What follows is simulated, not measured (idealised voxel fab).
The process module that follows is named voxel transistor to metal.
The width of the displayed cross-section, cut, is 285 nm; its cells are square, with a size of 5 nm.
Heads up, the way a cross-section reads in here is a grid of square cells, handed over as bands from the top down, with every band being one or more rows of cells. Band: top height; bottom height; in nm. Then, left to right: material with width in nm, for each material. "everywhere": a single material spanning edge to edge. "air": empty space. Ref level 0: as-received wafer is one material below here. Bottom band extends down with no lower bound ("z 0 and below"). The width entry "30 to 40" should be interpreted row by row: the top row of cells in the band takes the first number, the bottom row takes the second number, and the change between adjacent rows is uniform throughout. Any step labelled "no change occurred" changed none of the cells in the cross-section. Heads up: "Enclosed void entries" only lists the empty pockets with no open path to the top that are 8 cells or more, and it writes them as width x height at distance, distance from the left edge, in nm. Past the settings on a step's line: simulator remark, on that step. overlay nm, on a step with a mask: how far to the right of its planned place the mask lay; to the left if negative.
The planned process steps are enumerated hereunder
1 RECEIVE (material Si)
2 OXIDIZE (depth nm 5)
3 CONFORMAL_DEP (material SiN; thk nm 10)
4 MASKED_ETCH (tone cover; mask id ACTIVE; width nm 110; pitch nm 140; etch materials SiN; depth nm 10; overlay nm 0)
5 MASKED_ETCH (tone cover; mask id ACTIVE; width nm 110; pitch nm 140; etch materials SiO2; depth nm 5; overlay nm 0)
6 MASKED_ETCH (tone cover; mask id ACTIVE; width nm 110; pitch nm 140; etch materials Si; depth nm 35; overlay nm 0)
7 OXIDIZE (depth nm 5)
8 FILL_DEP (material SiO2; thk nm 5)
9 CMP (height nm 10)
10 SELECTIVE_ETCH (etch materials SiO2; depth nm 10)
11 STRIP (etch materials SiN)
12 SELECTIVE_ETCH (etch materials SiO2; depth nm 5)
13 OXIDIZE (depth nm 5)
14 DIRECTIONAL_DEP (material polySi; thk nm 30)
15 DIRECTIONAL_DEP (material SiCN; thk nm 15)
16 DIRECTIONAL_DEP (material aC; thk nm 15)
17 PATTERN (tone cover; mask id GATE; material resist; width nm 20; pitch nm 140; thk nm 30; overlay nm 0)
18 DIRECTIONAL_ETCH (etch materials aC; depth nm 15)
19 STRIP (etch materials resist)
20 DIRECTIONAL_ETCH (etch materials SiCN; depth nm 25)
21 DIRECTIONAL_ETCH (etch materials polySi; depth nm 40)
22 STRIP (etch materials aC)
23 CONFORMAL_DEP (material SiO2; thk nm 5)
24 DIRECTIONAL_ETCH (etch materials SiO2; depth nm 5)
25 CONFORMAL_DEP (material SiN; thk nm 5)
26 DIRECTIONAL_ETCH (etch materials SiN; depth nm 5)
27 DIRECTIONAL_ETCH (etch materials SiO2; depth nm 5)
28 EPI (material pSi; thk nm 5)
29 FILL_DEP (material SiO2; thk nm 10)
30 CMP (height nm 40)
31 DIRECTIONAL_DEP (material SiO2; thk nm 15)
32 PATTERN (tone open; mask id CONTACT; material resist; width nm 20; pitch nm 70; thk nm 20; overlay nm 0)
33 DIRECTIONAL_ETCH (etch materials SiO2; depth nm 60)
34 STRIP (etch materials resist)
35 CONFORMAL_DEP (material TiN; thk nm 5)
36 FILL_DEP (material W; thk nm 5)
37 CMP (height nm 55)
38 CONFORMAL_DEP (material SiCN; thk nm 5)
39 DIRECTIONAL_DEP (material SiO2; thk nm 20)
40 PATTERN (tone open; mask id METAL_1; material resist; width nm 20; pitch nm 70; thk nm 15; overlay nm 0)
41 DIRECTIONAL_ETCH (etch materials SiO2; depth nm 20)
42 DIRECTIONAL_ETCH (etch materials SiCN; depth nm 5)
43 STRIP (etch materials resist)
44 CONFORMAL_DEP (material TiN; thk nm 5)
45 FILL_DEP (material Cu; thk nm 10)
46 CMP (height nm 80)
47 CONFORMAL_DEP (material SiN; thk nm 5)
So, the first of our two wafers, run just as we planned it
Cross-section of the wafer as it came to us, i.e., already through step 1
    z 0 and below: Si everywhere
    Enclosed void entries: none
Cross-section of the wafer subsequent to step 2
    z 0 to -5: SiO2 everywhere
    All layers under -5 are left as they were.
Cross-section of the wafer subsequent to step 3
    z 10 to 0: SiN everywhere
    All layers under 0 are left as they were.
Cross-section of the wafer subsequent to step 4
    z 10 to 0: 15 air, 110 SiN, 30 air, 110 SiN, 20 air
    All layers under 0 are left as they were.
Cross-section of the wafer subsequent to step 5
    z 10 to 0: 15 air, 110 SiN, 30 air, 110 SiN, 20 air
    z 0 to -5: 15 air, 110 SiO2, 30 air, 110 SiO2, 20 air
    All layers under -5 are left as they were.
Cross-section of the wafer subsequent to step 6
    z 10 to 0: 15 air, 110 SiN, 30 air, 110 SiN, 20 air
    z 0 to -5: 15 air, 110 SiO2, 30 air, 110 SiO2, 20 air
    z -5 to -40: 15 air, 110 Si, 30 air, 110 Si, 20 air
    All layers under -40 are left as they were.
Cross-section of the wafer subsequent to step 7
    z 10 to 0: 15 air, 110 SiN, 30 air, 110 SiN, 20 air
    z 0 to -5: 15 air, 110 SiO2, 30 air, 110 SiO2, 20 air
    z -5 to -40: 15 air, 5 SiO2, 100 Si, 5 SiO2, 30 air, 5 SiO2, 100 Si, 5 SiO2, 20 air
    z -40 to -45: 20 SiO2, 100 Si, 40 SiO2, 100 Si, 25 SiO2
    All layers under -45 are left as they were.
Cross-section of the wafer subsequent to step 8
    z 15 to 10: SiO2 everywhere
    z 10 to 0: 15 SiO2, 110 SiN, 30 SiO2, 110 SiN, 20 SiO2
    z 0 to -5: SiO2 everywhere
    z -5 to -45: 20 SiO2, 100 Si, 40 SiO2, 100 Si, 25 SiO2
    All layers under -45 are left as they were.
Cross-section of the wafer subsequent to step 9
    z 10 to 0: 15 SiO2, 110 SiN, 30 SiO2, 110 SiN, 20 SiO2
    All layers under 0 are left as they were.
Cross-section of the wafer subsequent to step 10
    z 10 to 0: 15 air, 110 SiN, 30 air, 110 SiN, 20 air
    All layers under 0 are left as they were.
Cross-section of the wafer subsequent to step 11
    z 0 to -5: SiO2 everywhere
    All layers under -5 are left as they were.
Cross-section of the wafer subsequent to step 12
    z -5 to -45: 20 SiO2, 100 Si, 40 SiO2, 100 Si, 25 SiO2
    All layers under -45 are left as they were.
Cross-section of the wafer subsequent to step 13
    z -5 to -10: SiO2 everywhere
    All layers under -10 are left as they were.
Cross-section of the wafer subsequent to step 14
    z 25 to -5: polySi everywhere
    All layers under -5 are left as they were.
Cross-section of the wafer subsequent to step 15
    z 40 to 25: SiCN everywhere
    All layers under 25 are left as they were.
Cross-section of the wafer subsequent to step 16
    z 55 to 40: aC everywhere
    All layers under 40 are left as they were.
Cross-section of the wafer subsequent to step 17
    z 85 to 55: 60 air, 20 resist, 120 air, 20 resist, 65 air
    All layers under 55 are left as they were.
Cross-section of the wafer subsequent to step 18
    z 70 to 55: 60 air, 20 resist, 120 air, 20 resist, 65 air
    z 55 to 40: 60 air, 20 aC, 120 air, 20 aC, 65 air
    All layers under 40 are left as they were.
Cross-section of the wafer subsequent to step 19
    z 55 to 40: 60 air, 20 aC, 120 air, 20 aC, 65 air
    All layers under 40 are left as they were.
Cross-section of the wafer subsequent to step 20
    z 55 to 40: 60 air, 20 aC, 120 air, 20 aC, 65 air
    z 40 to 25: 60 air, 20 SiCN, 120 air, 20 SiCN, 65 air
    All layers under 25 are left as they were.
Cross-section of the wafer subsequent to step 21
    z 55 to 40: 60 air, 20 aC, 120 air, 20 aC, 65 air
    z 40 to 25: 60 air, 20 SiCN, 120 air, 20 SiCN, 65 air
    z 25 to -5: 60 air, 20 polySi, 120 air, 20 polySi, 65 air
    All layers under -5 are left as they were.
Cross-section of the wafer subsequent to step 22
    z 40 to 25: 60 air, 20 SiCN, 120 air, 20 SiCN, 65 air
    All layers under 25 are left as they were.
Cross-section of the wafer subsequent to step 23
    z 45 to 40: 55 air, 30 SiO2, 110 air, 30 SiO2, 60 air
    z 40 to 25: 55 air, 5 SiO2, 20 SiCN, 5 SiO2, 110 air, 5 SiO2, 20 SiCN, 5 SiO2, 60 air
    z 25 to 0: 55 air, 5 SiO2, 20 polySi, 5 SiO2, 110 air, 5 SiO2, 20 polySi, 5 SiO2, 60 air
    z 0 to -5: 60 SiO2, 20 polySi, 120 SiO2, 20 polySi, 65 SiO2
    All layers under -5 are left as they were.
Cross-section of the wafer subsequent to step 24
    z 40 to 25: 55 air, 5 SiO2, 20 SiCN, 5 SiO2, 110 air, 5 SiO2, 20 SiCN, 5 SiO2, 60 air
    z 25 to -5: 55 air, 5 SiO2, 20 polySi, 5 SiO2, 110 air, 5 SiO2, 20 polySi, 5 SiO2, 60 air
    All layers under -5 are left as they were.
Cross-section of the wafer subsequent to step 25
    z 45 to 40: 50 air, 40 SiN, 100 air, 40 SiN, 55 air
    z 40 to 25: 50 air, 5 SiN, 5 SiO2, 20 SiCN, 5 SiO2, 5 SiN, 100 air, 5 SiN, 5 SiO2, 20 SiCN, 5 SiO2, 5 SiN, 55 air
    z 25 to 0: 50 air, 5 SiN, 5 SiO2, 20 polySi, 5 SiO2, 5 SiN, 100 air, 5 SiN, 5 SiO2, 20 polySi, 5 SiO2, 5 SiN, 55 air
    z 0 to -5: 55 SiN, 5 SiO2, 20 polySi, 5 SiO2, 110 SiN, 5 SiO2, 20 polySi, 5 SiO2, 60 SiN
    All layers under -5 are left as they were.
Cross-section of the wafer subsequent to step 26
    z 40 to 25: 50 air, 5 SiN, 5 SiO2, 20 SiCN, 5 SiO2, 5 SiN, 100 air, 5 SiN, 5 SiO2, 20 SiCN, 5 SiO2, 5 SiN, 55 air
    z 25 to -5: 50 air, 5 SiN, 5 SiO2, 20 polySi, 5 SiO2, 5 SiN, 100 air, 5 SiN, 5 SiO2, 20 polySi, 5 SiO2, 5 SiN, 55 air
    All layers under -5 are left as they were.
Cross-section of the wafer subsequent to step 27
    z 40 to 35: 50 air, 5 SiN, 5 air, 20 SiCN, 5 air, 5 SiN, 100 air, 5 SiN, 5 air, 20 SiCN, 5 air, 5 SiN, 55 air
    z 35 to 25: 50 air, 5 SiN, 5 SiO2, 20 SiCN, 5 SiO2, 5 SiN, 100 air, 5 SiN, 5 SiO2, 20 SiCN, 5 SiO2, 5 SiN, 55 air
    z 25 to -5: 50 air, 5 SiN, 5 SiO2, 20 polySi, 5 SiO2, 5 SiN, 100 air, 5 SiN, 5 SiO2, 20 polySi, 5 SiO2, 5 SiN, 55 air
    z -5 to -10: 50 air, 40 SiO2, 100 air, 40 SiO2, 55 air
    All layers under -10 are left as they were.
Cross-section of the wafer subsequent to step 28
    z 40 to 35: 50 air, 5 SiN, 5 air, 20 SiCN, 5 air, 5 SiN, 100 air, 5 SiN, 5 air, 20 SiCN, 5 air, 5 SiN, 55 air
    z 35 to 25: 50 air, 5 SiN, 5 SiO2, 20 SiCN, 5 SiO2, 5 SiN, 100 air, 5 SiN, 5 SiO2, 20 SiCN, 5 SiO2, 5 SiN, 55 air
    z 25 to -5: 50 air, 5 SiN, 5 SiO2, 20 polySi, 5 SiO2, 5 SiN, 100 air, 5 SiN, 5 SiO2, 20 polySi, 5 SiO2, 5 SiN, 55 air
    z -5 to -10: 15 air, 35 pSi, 40 SiO2, 35 pSi, 30 air, 35 pSi, 40 SiO2, 35 pSi, 20 air
    All layers under -10 are left as they were.
Cross-section of the wafer subsequent to step 29
    z 50 to 40: SiO2 everywhere
    z 40 to 25: 50 SiO2, 5 SiN, 5 SiO2, 20 SiCN, 5 SiO2, 5 SiN, 100 SiO2, 5 SiN, 5 SiO2, 20 SiCN, 5 SiO2, 5 SiN, 55 SiO2
    z 25 to -5: 50 SiO2, 5 SiN, 5 SiO2, 20 polySi, 5 SiO2, 5 SiN, 100 SiO2, 5 SiN, 5 SiO2, 20 polySi, 5 SiO2, 5 SiN, 55 SiO2
    z -5 to -10: 15 SiO2, 35 pSi, 40 SiO2, 35 pSi, 30 SiO2, 35 pSi, 40 SiO2, 35 pSi, 20 SiO2
    All layers under -10 are left as they were.
Cross-section of the wafer subsequent to step 30
    z 40 to 25: 50 SiO2, 5 SiN, 5 SiO2, 20 SiCN, 5 SiO2, 5 SiN, 100 SiO2, 5 SiN, 5 SiO2, 20 SiCN, 5 SiO2, 5 SiN, 55 SiO2
    All layers under 25 are left as they were.
Cross-section of the wafer subsequent to step 31
    z 55 to 40: SiO2 everywhere
    All layers under 40 are left as they were.
Cross-section of the wafer subsequent to step 32
    z 75 to 55: 25 resist, 20 air, 50 resist, 20 air, 50 resist, 20 air, 50 resist, 20 air, 30 resist
    All layers under 55 are left as they were.
Cross-section of the wafer subsequent to step 33
    z 75 to 55: 25 resist, 20 air, 50 resist, 20 air, 50 resist, 20 air, 50 resist, 20 air, 30 resist
    z 55 to 40: 25 SiO2, 20 air, 50 SiO2, 20 air, 50 SiO2, 20 air, 50 SiO2, 20 air, 30 SiO2
    z 40 to 25: 25 SiO2, 20 air, 5 SiO2, 5 SiN, 5 SiO2, 20 SiCN, 5 SiO2, 5 SiN, 5 SiO2, 20 air, 50 SiO2, 20 air, 5 SiO2, 5 SiN, 5 SiO2, 20 SiCN, 5 SiO2, 5 SiN, 5 SiO2, 20 air, 30 SiO2
    z 25 to -5: 25 SiO2, 20 air, 5 SiO2, 5 SiN, 5 SiO2, 20 polySi, 5 SiO2, 5 SiN, 5 SiO2, 20 air, 50 SiO2, 20 air, 5 SiO2, 5 SiN, 5 SiO2, 20 polySi, 5 SiO2, 5 SiN, 5 SiO2, 20 air, 30 SiO2
    All layers under -5 are left as they were.
Cross-section of the wafer subsequent to step 34
    z 55 to 40: 25 SiO2, 20 air, 50 SiO2, 20 air, 50 SiO2, 20 air, 50 SiO2, 20 air, 30 SiO2
    All layers under 40 are left as they were.
Cross-section of the wafer subsequent to step 35
    z 60 to 55: 30 TiN, 10 air, 60 TiN, 10 air, 60 TiN, 10 air, 60 TiN, 10 air, 35 TiN
    z 55 to 40: 25 SiO2, 5 TiN, 10 air, 5 TiN, 50 SiO2, 5 TiN, 10 air, 5 TiN, 50 SiO2, 5 TiN, 10 air, 5 TiN, 50 SiO2, 5 TiN, 10 air, 5 TiN, 30 SiO2
    z 40 to 25: 25 SiO2, 5 TiN, 10 air, 5 TiN, 5 SiO2, 5 SiN, 5 SiO2, 20 SiCN, 5 SiO2, 5 SiN, 5 SiO2, 5 TiN, 10 air, 5 TiN, 50 SiO2, 5 TiN, 10 air, 5 TiN, 5 SiO2, 5 SiN, 5 SiO2, 20 SiCN, 5 SiO2, 5 SiN, 5 SiO2, 5 TiN, 10 air, 5 TiN, 30 SiO2
    z 25 to 0: 25 SiO2, 5 TiN, 10 air, 5 TiN, 5 SiO2, 5 SiN, 5 SiO2, 20 polySi, 5 SiO2, 5 SiN, 5 SiO2, 5 TiN, 10 air, 5 TiN, 50 SiO2, 5 TiN, 10 air, 5 TiN, 5 SiO2, 5 SiN, 5 SiO2, 20 polySi, 5 SiO2, 5 SiN, 5 SiO2, 5 TiN, 10 air, 5 TiN, 30 SiO2
    z 0 to -5: 25 SiO2, 20 TiN, 5 SiO2, 5 SiN, 5 SiO2, 20 polySi, 5 SiO2, 5 SiN, 5 SiO2, 20 TiN, 50 SiO2, 20 TiN, 5 SiO2, 5 SiN, 5 SiO2, 20 polySi, 5 SiO2, 5 SiN, 5 SiO2, 20 TiN, 30 SiO2
    All layers under -5 are left as they were.
Cross-section of the wafer subsequent to step 36
    z 65 to 60: W everywhere
    z 60 to 55: 30 TiN, 10 W, 60 TiN, 10 W, 60 TiN, 10 W, 60 TiN, 10 W, 35 TiN
    z 55 to 40: 25 SiO2, 5 TiN, 10 W, 5 TiN, 50 SiO2, 5 TiN, 10 W, 5 TiN, 50 SiO2, 5 TiN, 10 W, 5 TiN, 50 SiO2, 5 TiN, 10 W, 5 TiN, 30 SiO2
    z 40 to 25: 25 SiO2, 5 TiN, 10 W, 5 TiN, 5 SiO2, 5 SiN, 5 SiO2, 20 SiCN, 5 SiO2, 5 SiN, 5 SiO2, 5 TiN, 10 W, 5 TiN, 50 SiO2, 5 TiN, 10 W, 5 TiN, 5 SiO2, 5 SiN, 5 SiO2, 20 SiCN, 5 SiO2, 5 SiN, 5 SiO2, 5 TiN, 10 W, 5 TiN, 30 SiO2
    z 25 to 0: 25 SiO2, 5 TiN, 10 W, 5 TiN, 5 SiO2, 5 SiN, 5 SiO2, 20 polySi, 5 SiO2, 5 SiN, 5 SiO2, 5 TiN, 10 W, 5 TiN, 50 SiO2, 5 TiN, 10 W, 5 TiN, 5 SiO2, 5 SiN, 5 SiO2, 20 polySi, 5 SiO2, 5 SiN, 5 SiO2, 5 TiN, 10 W, 5 TiN, 30 SiO2
    All layers under 0 are left as they were.
Cross-section of the wafer subsequent to step 37
    z 55 to 40: 25 SiO2, 5 TiN, 10 W, 5 TiN, 50 SiO2, 5 TiN, 10 W, 5 TiN, 50 SiO2, 5 TiN, 10 W, 5 TiN, 50 SiO2, 5 TiN, 10 W, 5 TiN, 30 SiO2
    All layers under 40 are left as they were.
Cross-section of the wafer subsequent to step 38
    z 60 to 55: SiCN everywhere
    All layers under 55 are left as they were.
Cross-section of the wafer subsequent to step 39
    z 80 to 60: SiO2 everywhere
    All layers under 60 are left as they were.
Cross-section of the wafer subsequent to step 40
    z 95 to 80: 25 resist, 20 air, 50 resist, 20 air, 50 resist, 20 air, 50 resist, 20 air, 30 resist
    All layers under 80 are left as they were.
Cross-section of the wafer subsequent to step 41
    z 95 to 80: 25 resist, 20 air, 50 resist, 20 air, 50 resist, 20 air, 50 resist, 20 air, 30 resist
    z 80 to 60: 25 SiO2, 20 air, 50 SiO2, 20 air, 50 SiO2, 20 air, 50 SiO2, 20 air, 30 SiO2
    All layers under 60 are left as they were.
Cross-section of the wafer subsequent to step 42
    z 95 to 80: 25 resist, 20 air, 50 resist, 20 air, 50 resist, 20 air, 50 resist, 20 air, 30 resist
    z 80 to 60: 25 SiO2, 20 air, 50 SiO2, 20 air, 50 SiO2, 20 air, 50 SiO2, 20 air, 30 SiO2
    z 60 to 55: 25 SiCN, 20 air, 50 SiCN, 20 air, 50 SiCN, 20 air, 50 SiCN, 20 air, 30 SiCN
    All layers under 55 are left as they were.
Cross-section of the wafer subsequent to step 43
    z 80 to 60: 25 SiO2, 20 air, 50 SiO2, 20 air, 50 SiO2, 20 air, 50 SiO2, 20 air, 30 SiO2
    All layers under 60 are left as they were.
Cross-section of the wafer subsequent to step 44
    z 85 to 80: 30 TiN, 10 air, 60 TiN, 10 air, 60 TiN, 10 air, 60 TiN, 10 air, 35 TiN
    z 80 to 60: 25 SiO2, 5 TiN, 10 air, 5 TiN, 50 SiO2, 5 TiN, 10 air, 5 TiN, 50 SiO2, 5 TiN, 10 air, 5 TiN, 50 SiO2, 5 TiN, 10 air, 5 TiN, 30 SiO2
    z 60 to 55: 25 SiCN, 20 TiN, 50 SiCN, 20 TiN, 50 SiCN, 20 TiN, 50 SiCN, 20 TiN, 30 SiCN
    All layers under 55 are left as they were.
Cross-section of the wafer subsequent to step 45
    z 95 to 85: Cu everywhere
    z 85 to 80: 30 TiN, 10 Cu, 60 TiN, 10 Cu, 60 TiN, 10 Cu, 60 TiN, 10 Cu, 35 TiN
    z 80 to 60: 25 SiO2, 5 TiN, 10 Cu, 5 TiN, 50 SiO2, 5 TiN, 10 Cu, 5 TiN, 50 SiO2, 5 TiN, 10 Cu, 5 TiN, 50 SiO2, 5 TiN, 10 Cu, 5 TiN, 30 SiO2
    All layers under 60 are left as they were.
Cross-section of the wafer subsequent to step 46
    z 80 to 60: 25 SiO2, 5 TiN, 10 Cu, 5 TiN, 50 SiO2, 5 TiN, 10 Cu, 5 TiN, 50 SiO2, 5 TiN, 10 Cu, 5 TiN, 50 SiO2, 5 TiN, 10 Cu, 5 TiN, 30 SiO2
    All layers under 60 are left as they were.
Cross-section of the wafer subsequent to step 47
    z 85 to 80: SiN everywhere
    All layers under 80 are left as they were.
Second wafer. Start and plan as for the first. One mistake made in running. Agrees with the first up to and including step 16
Cross-sectional view of the second wafer at the intended end time of process step 17
    z 85 to 55: 60 resist, 20 air, 120 resist, 20 air, 65 resist
    All layers under 55 are left as they were.
Cross-sectional view of the second wafer at the intended end time of process step 18
    z 70 to 55: 60 resist, 20 air, 120 resist, 20 air, 65 resist
    z 55 to 40: 60 aC, 20 air, 120 aC, 20 air, 65 aC
    All layers under 40 are left as they were.
Cross-sectional view of the second wafer at the intended end time of process step 19
    z 55 to 40: 60 aC, 20 air, 120 aC, 20 air, 65 aC
    All layers under 40 are left as they were.
Cross-sectional view of the second wafer at the intended end time of process step 20
    z 55 to 40: 60 aC, 20 air, 120 aC, 20 air, 65 aC
    z 40 to 25: 60 SiCN, 20 air, 120 SiCN, 20 air, 65 SiCN
    All layers under 25 are left as they were.
Cross-sectional view of the second wafer at the intended end time of process step 21
    z 55 to 40: 60 aC, 20 air, 120 aC, 20 air, 65 aC
    z 40 to 25: 60 SiCN, 20 air, 120 SiCN, 20 air, 65 SiCN
    z 25 to -5: 60 polySi, 20 air, 120 polySi, 20 air, 65 polySi
    All layers under -5 are left as they were.
Cross-sectional view of the second wafer at the intended end time of process step 22
    z 40 to 25: 60 SiCN, 20 air, 120 SiCN, 20 air, 65 SiCN
    All layers under 25 are left as they were.
Cross-sectional view of the second wafer at the intended end time of process step 23
    z 45 to 40: 65 SiO2, 10 air, 130 SiO2, 10 air, 70 SiO2
    z 40 to 25: 60 SiCN, 5 SiO2, 10 air, 5 SiO2, 120 SiCN, 5 SiO2, 10 air, 5 SiO2, 65 SiCN
    z 25 to 0: 60 polySi, 5 SiO2, 10 air, 5 SiO2, 120 polySi, 5 SiO2, 10 air, 5 SiO2, 65 polySi
    z 0 to -5: 60 polySi, 20 SiO2, 120 polySi, 20 SiO2, 65 polySi
    All layers under -5 are left as they were.
Cross-sectional view of the second wafer at the intended end time of process step 24
    z 40 to 25: 60 SiCN, 5 SiO2, 10 air, 5 SiO2, 120 SiCN, 5 SiO2, 10 air, 5 SiO2, 65 SiCN
    z 25 to -5: 60 polySi, 5 SiO2, 10 air, 5 SiO2, 120 polySi, 5 SiO2, 10 air, 5 SiO2, 65 polySi
    All layers under -5 are left as they were.
Cross-sectional view of the second wafer at the intended end time of process step 25
    z 45 to 40: SiN everywhere
    z 40 to 25: 60 SiCN, 5 SiO2, 10 SiN, 5 SiO2, 120 SiCN, 5 SiO2, 10 SiN, 5 SiO2, 65 SiCN
    z 25 to -5: 60 polySi, 5 SiO2, 10 SiN, 5 SiO2, 120 polySi, 5 SiO2, 10 SiN, 5 SiO2, 65 polySi
    All layers under -5 are left as they were.
Cross-sectional view of the second wafer at the intended end time of process step 26
    z 40 to 25: 60 SiCN, 5 SiO2, 10 SiN, 5 SiO2, 120 SiCN, 5 SiO2, 10 SiN, 5 SiO2, 65 SiCN
    All layers under 25 are left as they were.
Cross-sectional view of the second wafer at the intended end time of process step 27
    z 40 to 35: 60 SiCN, 5 air, 10 SiN, 5 air, 120 SiCN, 5 air, 10 SiN, 5 air, 65 SiCN
    All layers under 35 are left as they were.
Cross-sectional view of the second wafer at the intended end time of process step 28: no change occurred
Cross-sectional view of the second wafer at the intended end time of process step 29
    z 50 to 40: SiO2 everywhere
    z 40 to 25: 60 SiCN, 5 SiO2, 10 SiN, 5 SiO2, 120 SiCN, 5 SiO2, 10 SiN, 5 SiO2, 65 SiCN
    All layers under 25 are left as they were.
Cross-sectional view of the second wafer at the intended end time of process step 30
    z 40 to 25: 60 SiCN, 5 SiO2, 10 SiN, 5 SiO2, 120 SiCN, 5 SiO2, 10 SiN, 5 SiO2, 65 SiCN
    All layers under 25 are left as they were.
Cross-sectional view of the second wafer at the intended end time of process step 31
    z 55 to 40: SiO2 everywhere
    All layers under 40 are left as they were.
Cross-sectional view of the second wafer at the intended end time of process step 32
    z 75 to 55: 25 resist, 20 air, 50 resist, 20 air, 50 resist, 20 air, 50 resist, 20 air, 30 resist
    All layers under 55 are left as they were.
Cross-sectional view of the second wafer at the intended end time of process step 33
    z 75 to 55: 25 resist, 20 air, 50 resist, 20 air, 50 resist, 20 air, 50 resist, 20 air, 30 resist
    z 55 to 40: 25 SiO2, 20 air, 50 SiO2, 20 air, 50 SiO2, 20 air, 50 SiO2, 20 air, 30 SiO2
    All layers under 40 are left as they were.
Cross-sectional view of the second wafer at the intended end time of process step 34
    z 55 to 40: 25 SiO2, 20 air, 50 SiO2, 20 air, 50 SiO2, 20 air, 50 SiO2, 20 air, 30 SiO2
    All layers under 40 are left as they were.
Cross-sectional view of the second wafer at the intended end time of process step 35
    z 60 to 55: 30 TiN, 10 air, 60 TiN, 10 air, 60 TiN, 10 air, 60 TiN, 10 air, 35 TiN
    z 55 to 45: 25 SiO2, 5 TiN, 10 air, 5 TiN, 50 SiO2, 5 TiN, 10 air, 5 TiN, 50 SiO2, 5 TiN, 10 air, 5 TiN, 50 SiO2, 5 TiN, 10 air, 5 TiN, 30 SiO2
    z 45 to 40: 25 SiO2, 20 TiN, 50 SiO2, 20 TiN, 50 SiO2, 20 TiN, 50 SiO2, 20 TiN, 30 SiO2
    All layers under 40 are left as they were.
Cross-sectional view of the second wafer at the intended end time of process step 36
    z 65 to 60: W everywhere
    z 60 to 55: 30 TiN, 10 W, 60 TiN, 10 W, 60 TiN, 10 W, 60 TiN, 10 W, 35 TiN
    z 55 to 45: 25 SiO2, 5 TiN, 10 W, 5 TiN, 50 SiO2, 5 TiN, 10 W, 5 TiN, 50 SiO2, 5 TiN, 10 W, 5 TiN, 50 SiO2, 5 TiN, 10 W, 5 TiN, 30 SiO2
    All layers under 45 are left as they were.
Cross-sectional view of the second wafer at the intended end time of process step 37
    z 55 to 45: 25 SiO2, 5 TiN, 10 W, 5 TiN, 50 SiO2, 5 TiN, 10 W, 5 TiN, 50 SiO2, 5 TiN, 10 W, 5 TiN, 50 SiO2, 5 TiN, 10 W, 5 TiN, 30 SiO2
    All layers under 45 are left as they were.
Cross-sectional view of the second wafer at the intended end time of process step 38
    z 60 to 55: SiCN everywhere
    All layers under 55 are left as they were.
Cross-sectional view of the second wafer at the intended end time of process step 39
    z 80 to 60: SiO2 everywhere
    All layers under 60 are left as they were.
Cross-sectional view of the second wafer at the intended end time of process step 40
    z 95 to 80: 25 resist, 20 air, 50 resist, 20 air, 50 resist, 20 air, 50 resist, 20 air, 30 resist
    All layers under 80 are left as they were.
Cross-sectional view of the second wafer at the intended end time of process step 41
    z 95 to 80: 25 resist, 20 air, 50 resist, 20 air, 50 resist, 20 air, 50 resist, 20 air, 30 resist
    z 80 to 60: 25 SiO2, 20 air, 50 SiO2, 20 air, 50 SiO2, 20 air, 50 SiO2, 20 air, 30 SiO2
    All layers under 60 are left as they were.
Cross-sectional view of the second wafer at the intended end time of process step 42
    z 95 to 80: 25 resist, 20 air, 50 resist, 20 air, 50 resist, 20 air, 50 resist, 20 air, 30 resist
    z 80 to 60: 25 SiO2, 20 air, 50 SiO2, 20 air, 50 SiO2, 20 air, 50 SiO2, 20 air, 30 SiO2
    z 60 to 55: 25 SiCN, 20 air, 50 SiCN, 20 air, 50 SiCN, 20 air, 50 SiCN, 20 air, 30 SiCN
    All layers under 55 are left as they were.
Cross-sectional view of the second wafer at the intended end time of process step 43
    z 80 to 60: 25 SiO2, 20 air, 50 SiO2, 20 air, 50 SiO2, 20 air, 50 SiO2, 20 air, 30 SiO2
    All layers under 60 are left as they were.
Cross-sectional view of the second wafer at the intended end time of process step 44
    z 85 to 80: 30 TiN, 10 air, 60 TiN, 10 air, 60 TiN, 10 air, 60 TiN, 10 air, 35 TiN
    z 80 to 60: 25 SiO2, 5 TiN, 10 air, 5 TiN, 50 SiO2, 5 TiN, 10 air, 5 TiN, 50 SiO2, 5 TiN, 10 air, 5 TiN, 50 SiO2, 5 TiN, 10 air, 5 TiN, 30 SiO2
    z 60 to 55: 25 SiCN, 20 TiN, 50 SiCN, 20 TiN, 50 SiCN, 20 TiN, 50 SiCN, 20 TiN, 30 SiCN
    All layers under 55 are left as they were.
Cross-sectional view of the second wafer at the intended end time of process step 45
    z 95 to 85: Cu everywhere
    z 85 to 80: 30 TiN, 10 Cu, 60 TiN, 10 Cu, 60 TiN, 10 Cu, 60 TiN, 10 Cu, 35 TiN
    z 80 to 60: 25 SiO2, 5 TiN, 10 Cu, 5 TiN, 50 SiO2, 5 TiN, 10 Cu, 5 TiN, 50 SiO2, 5 TiN, 10 Cu, 5 TiN, 50 SiO2, 5 TiN, 10 Cu, 5 TiN, 30 SiO2
    All layers under 60 are left as they were.
Cross-sectional view of the second wafer at the intended end time of process step 46
    z 80 to 60: 25 SiO2, 5 TiN, 10 Cu, 5 TiN, 50 SiO2, 5 TiN, 10 Cu, 5 TiN, 50 SiO2, 5 TiN, 10 Cu, 5 TiN, 50 SiO2, 5 TiN, 10 Cu, 5 TiN, 30 SiO2
    All layers under 60 are left as they were.
Cross-sectional view of the second wafer at the intended end time of process step 47
    z 85 to 80: SiN everywhere
    All layers under 80 are left as they were.
Finding, execution versus plan: step 17 was processed under conditions differing from the plan, specifically as PATTERN (tone open; mask id GATE; material resist; width nm 20; pitch nm 140; thk nm 30; overlay nm 0)
End of process, cell counts, second wafer against first, materials with more or fewer: SiCN +123, SiO2 -197, TiN -72, W -72, pSi -28, polySi +246
